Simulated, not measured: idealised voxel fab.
You're looking at the process module voxel self aligned vias.
Each square cell in cross-section cut measures 5 nm, and the section as a whole is 220 nm wide.
Cross-section spec: square-cell grid; bands listed top down; each band is one or more rows.
Read a band's entry like this: the first values are the height of its top and the height of its bottom in nm, and what follows is the sequence of materials from left to right, each with its width in nm. Note that "blank" is empty space, and that a single material marked "throughout" reaches across the band from edge to edge.
Heights are expressed relative to 0, this being the level below which the as-received wafer comprises one material exclusively. The lowest band is unbounded in the downward direction and is denoted as in "0 -> down".
Width spec "30 to 40" -> top row of cells at first value, bottom row at second value, equal per-row change in between.
Where the words "identical to before" appear for a step, the cross-section shows no cell changed by that step; every cell remained as before.
Empty spaces without an open route to the top, at least 8 cells in extent, make up the entry "Voids lacking openings"; each is given as width x height at distance, where the distance is measured from the left edge, and all are in nm.
Where a step's line continues beyond its settings, the continuation is a remark by the simulator itself on that step.
A step's line can hold "overlay nm"; with a mask on that step, the setting says how far right of the planned place the mask lay, while a negative setting says it lay to the left.
[Intended process steps]
1) RECEIVE,material Si
2) CONFORMAL_DEP,material SiO2,thk nm 10
3) CONFORMAL_DEP,material SiCN,thk nm 5
4) DIRECTIONAL_DEP,material lowk,thk nm 25
5) PATTERN,tone open,mask id LINES,material resist,width nm 20,pitch nm 65,thk nm 15,overlay nm 0
6) DIRECTIONAL_ETCH,etch materials lowk,depth nm 25
7) STRIP,etch materials resist
8) CONFORMAL_DEP,material TiN,thk nm 5
9) FILL_DEP,material Ru,thk nm 10
10) CMP,height nm 40
11) SELECTIVE_ETCH,etch materials W Ru TiN,depth nm 10
12) FILL_DEP,material SiN,thk nm 10
13) CMP,height nm 40
14) DIRECTIONAL_DEP,material lowk,thk nm 20
15) DIRECTIONAL_DEP,material aC,thk nm 10
16) PATTERN,tone open,mask id VIAS,material resist,width nm 40,thk nm 25,overlay nm 0
17) DIRECTIONAL_ETCH,etch materials aC,depth nm 10
18) STRIP,etch materials resist
19) DIRECTIONAL_ETCH,etch materials lowk,depth nm 20
20) DIRECTIONAL_ETCH,etch materials SiN,depth nm 10
21) STRIP,etch materials aC
22) CONFORMAL_DEP,material TiN,thk nm 5
23) FILL_DEP,material W,thk nm 5
24) CMP,height nm 60
25) CONFORMAL_DEP,material SiCN,thk nm 5
[So, the first of our two wafers, run just as we planned it]
[Received-state cross-section, reflecting completion of step 1]
* 0 -> down: Si throughout
* Voids lacking openings: none
[Presented here is a cross-section of the wafer after step 2 has been performed]
* 10 -> 0: SiO2 throughout
* Unchanged below 0.
[Presented here is a cross-section of the wafer after step 3 has been performed]
* 15 -> 10: SiCN throughout
* Unchanged below 10.
[Presented here is a cross-section of the wafer after step 4 has been performed]
* 40 -> 15: lowk throughout
* Unchanged below 15.
[Presented here is a cross-section of the wafer after step 5 has been performed]
* 55 -> 40: 65 resist / 20 blank / 45 resist / 20 blank / 70 resist
* Unchanged below 40.
[Presented here is a cross-section of the wafer after step 6 has been performed]
* 55 -> 40: 65 resist / 20 blank / 45 resist / 20 blank / 70 resist
* 40 -> 15: 65 lowk / 20 blank / 45 lowk / 20 blank / 70 lowk
* Unchanged below 15.
[Presented here is a cross-section of the wafer after step 7 has been performed]
* 40 -> 15: 65 lowk / 20 blank / 45 lowk / 20 blank / 70 lowk
* Unchanged below 15.
[Presented here is a cross-section of the wafer after step 8 has been performed]
* 45 -> 40: 70 TiN / 10 blank / 55 TiN / 10 blank / 75 TiN
* 40 -> 20: 65 lowk / 5 TiN / 10 blank / 5 TiN / 45 lowk / 5 TiN / 10 blank / 5 TiN / 70 lowk
* 20 -> 15: 65 lowk / 20 TiN / 45 lowk / 20 TiN / 70 lowk
* Unchanged below 15.
[Presented here is a cross-section of the wafer after step 9 has been performed]
* 55 -> 45: Ru throughout
* 45 -> 40: 70 TiN / 10 Ru / 55 TiN / 10 Ru / 75 TiN
* 40 -> 20: 65 lowk / 5 TiN / 10 Ru / 5 TiN / 45 lowk / 5 TiN / 10 Ru / 5 TiN / 70 lowk
* Unchanged below 20.
[Presented here is a cross-section of the wafer after step 10 has been performed]
* 40 -> 20: 65 lowk / 5 TiN / 10 Ru / 5 TiN / 45 lowk / 5 TiN / 10 Ru / 5 TiN / 70 lowk
* Unchanged below 20.
[Presented here is a cross-section of the wafer after step 11 has been performed]
* 40 -> 30: 65 lowk / 20 blank / 45 lowk / 20 blank / 70 lowk
* Unchanged below 30.
[Presented here is a cross-section of the wafer after step 12 has been performed]
* 50 -> 40: SiN throughout
* 40 -> 30: 65 lowk / 20 SiN / 45 lowk / 20 SiN / 70 lowk
* Unchanged below 30.
[Presented here is a cross-section of the wafer after step 13 has been performed]
* 40 -> 30: 65 lowk / 20 SiN / 45 lowk / 20 SiN / 70 lowk
* Unchanged below 30.
[Presented here is a cross-section of the wafer after step 14 has been performed]
* 60 -> 40: lowk throughout
* Unchanged below 40.
[Presented here is a cross-section of the wafer after step 15 has been performed]
* 70 -> 60: aC throughout
* Unchanged below 60.
[Presented here is a cross-section of the wafer after step 16 has been performed]
* 95 -> 70: 55 resist / 40 blank / 125 resist
* Unchanged below 70.
[Presented here is a cross-section of the wafer after step 17 has been performed]
* 85 -> 70: 55 resist / 40 blank / 125 resist
* 70 -> 60: 55 aC / 40 blank / 125 aC
* Unchanged below 60.
[Presented here is a cross-section of the wafer after step 18 has been performed]
* 70 -> 60: 55 aC / 40 blank / 125 aC
* Unchanged below 60.
[Presented here is a cross-section of the wafer after step 19 has been performed]
* 70 -> 60: 55 aC / 40 blank / 125 aC
* 60 -> 40: 55 lowk / 40 blank / 125 lowk
* Unchanged below 40.
[Presented here is a cross-section of the wafer after step 20 has been performed]
* 70 -> 60: 55 aC / 40 blank / 125 aC
* 60 -> 40: 55 lowk / 40 blank / 125 lowk
* 40 -> 30: 65 lowk / 20 blank / 45 lowk / 20 SiN / 70 lowk
* Unchanged below 30.
[Presented here is a cross-section of the wafer after step 21 has been performed]
* 60 -> 40: 55 lowk / 40 blank / 125 lowk
* Unchanged below 40.
[Presented here is a cross-section of the wafer after step 22 has been performed]
* 65 -> 60: 60 TiN / 30 blank / 130 TiN
* 60 -> 45: 55 lowk / 5 TiN / 30 blank / 5 TiN / 125 lowk
* 45 -> 40: 55 lowk / 15 TiN / 10 blank / 15 TiN / 125 lowk
* 40 -> 35: 65 lowk / 5 TiN / 10 blank / 5 TiN / 45 lowk / 20 SiN / 70 lowk
* 35 -> 30: 65 lowk / 20 TiN / 45 lowk / 20 SiN / 70 lowk
* Unchanged below 30.
[Presented here is a cross-section of the wafer after step 23 has been performed]
* 70 -> 65: W throughout
* 65 -> 60: 60 TiN / 30 W / 130 TiN
* 60 -> 45: 55 lowk / 5 TiN / 30 W / 5 TiN / 125 lowk
* 45 -> 40: 55 lowk / 15 TiN / 10 W / 15 TiN / 125 lowk
* 40 -> 35: 65 lowk / 5 TiN / 10 W / 5 TiN / 45 lowk / 20 SiN / 70 lowk
* Unchanged below 35.
[Presented here is a cross-section of the wafer after step 24 has been performed]
* 60 -> 45: 55 lowk / 5 TiN / 30 W / 5 TiN / 125 lowk
* Unchanged below 45.
[Presented here is a cross-section of the wafer after step 25 has been performed]
* 65 -> 60: SiCN throughout
* Unchanged below 60.
[It is to be noted that the second wafer proceeded from the same initial state and according to the same plan as the first, although one mistake was committed in its execution; through step 1, inclusive, the two wafers share an identical history]
Second wafer shown in cross-section at the time step 2 was slated to end: identical to before
[Second wafer shown in cross-section at the time step 3 was slated to end]
* 5 -> 0: SiCN throughout
* Unchanged below 0.
[Second wafer shown in cross-section at the time step 4 was slated to end]
* 30 -> 5: lowk throughout
* Unchanged below 5.
[Second wafer shown in cross-section at the time step 5 was slated to end]
* 45 -> 30: 65 resist / 20 blank / 45 resist / 20 blank / 70 resist
* Unchanged below 30.
[Second wafer shown in cross-section at the time step 6 was slated to end]
* 45 -> 30: 65 resist / 20 blank / 45 resist / 20 blank / 70 resist
* 30 -> 5: 65 lowk / 20 blank / 45 lowk / 20 blank / 70 lowk
* Unchanged below 5.
[Second wafer shown in cross-section at the time step 7 was slated to end]
* 30 -> 5: 65 lowk / 20 blank / 45 lowk / 20 blank / 70 lowk
* Unchanged below 5.
[Second wafer shown in cross-section at the time step 8 was slated to end]
* 35 -> 30: 70 TiN / 10 blank / 55 TiN / 10 blank / 75 TiN
* 30 -> 10: 65 lowk / 5 TiN / 10 blank / 5 TiN / 45 lowk / 5 TiN / 10 blank / 5 TiN / 70 lowk
* 10 -> 5: 65 lowk / 20 TiN / 45 lowk / 20 TiN / 70 lowk
* Unchanged below 5.
[Second wafer shown in cross-section at the time step 9 was slated to end]
* 45 -> 35: Ru throughout
* 35 -> 30: 70 TiN / 10 Ru / 55 TiN / 10 Ru / 75 TiN
* 30 -> 10: 65 lowk / 5 TiN / 10 Ru / 5 TiN / 45 lowk / 5 TiN / 10 Ru / 5 TiN / 70 lowk
* Unchanged below 10.
[Second wafer shown in cross-section at the time step 10 was slated to end]
* 40 -> 35: Ru throughout
* Unchanged below 35.
[Second wafer shown in cross-section at the time step 11 was slated to end]
* 30 -> 10: 65 lowk / 5 TiN / 10 Ru / 5 TiN / 45 lowk / 5 TiN / 10 Ru / 5 TiN / 70 lowk
* Unchanged below 10.
[Second wafer shown in cross-section at the time step 12 was slated to end]
* 40 -> 30: SiN throughout
* Unchanged below 30.
Second wafer shown in cross-section at the time step 13 was slated to end: identical to before
[Second wafer shown in cross-section at the time step 14 was slated to end]
* 60 -> 40: lowk throughout
* Unchanged below 40.
[Second wafer shown in cross-section at the time step 15 was slated to end]
* 70 -> 60: aC throughout
* Unchanged below 60.
[Second wafer shown in cross-section at the time step 16 was slated to end]
* 95 -> 70: 55 resist / 40 blank / 125 resist
* Unchanged below 70.
[Second wafer shown in cross-section at the time step 17 was slated to end]
* 85 -> 70: 55 resist / 40 blank / 125 resist
* 70 -> 60: 55 aC / 40 blank / 125 aC
* Unchanged below 60.
[Second wafer shown in cross-section at the time step 18 was slated to end]
* 70 -> 60: 55 aC / 40 blank / 125 aC
* Unchanged below 60.
[Second wafer shown in cross-section at the time step 19 was slated to end]
* 70 -> 60: 55 aC / 40 blank / 125 aC
* 60 -> 40: 55 lowk / 40 blank / 125 lowk
* Unchanged below 40.
[Second wafer shown in cross-section at the time step 20 was slated to end]
* 70 -> 60: 55 aC / 40 blank / 125 aC
* 60 -> 40: 55 lowk / 40 blank / 125 lowk
* 40 -> 30: 55 SiN / 40 blank / 125 SiN
* Unchanged below 30.
[Second wafer shown in cross-section at the time step 21 was slated to end]
* 60 -> 40: 55 lowk / 40 blank / 125 lowk
* Unchanged below 40.
[Second wafer shown in cross-section at the time step 22 was slated to end]
* 65 -> 60: 60 TiN / 30 blank / 130 TiN
* 60 -> 40: 55 lowk / 5 TiN / 30 blank / 5 TiN / 125 lowk
* 40 -> 35: 55 SiN / 5 TiN / 30 blank / 5 TiN / 125 SiN
* 35 -> 30: 55 SiN / 40 TiN / 125 SiN
* Unchanged below 30.
[Second wafer shown in cross-section at the time step 23 was slated to end]
* 70 -> 65: W throughout
* 65 -> 60: 60 TiN / 30 W / 130 TiN
* 60 -> 40: 55 lowk / 5 TiN / 30 W / 5 TiN / 125 lowk
* 40 -> 35: 55 SiN / 5 TiN / 30 W / 5 TiN / 125 SiN
* Unchanged below 35.
[Second wafer shown in cross-section at the time step 24 was slated to end]
* 60 -> 40: 55 lowk / 5 TiN / 30 W / 5 TiN / 125 lowk
* Unchanged below 40.
[Second wafer shown in cross-section at the time step 25 was slated to end]
* 65 -> 60: SiCN throughout
* Unchanged below 60.
Where did the run depart from the plan? the run left out plan step 2 entirely, so it was never executed
Counted in cells at the end, the second wafer holds more or fewer of these materials than the first: Ru +8, SiN +64, SiO2 -88, TiN +8, W +8
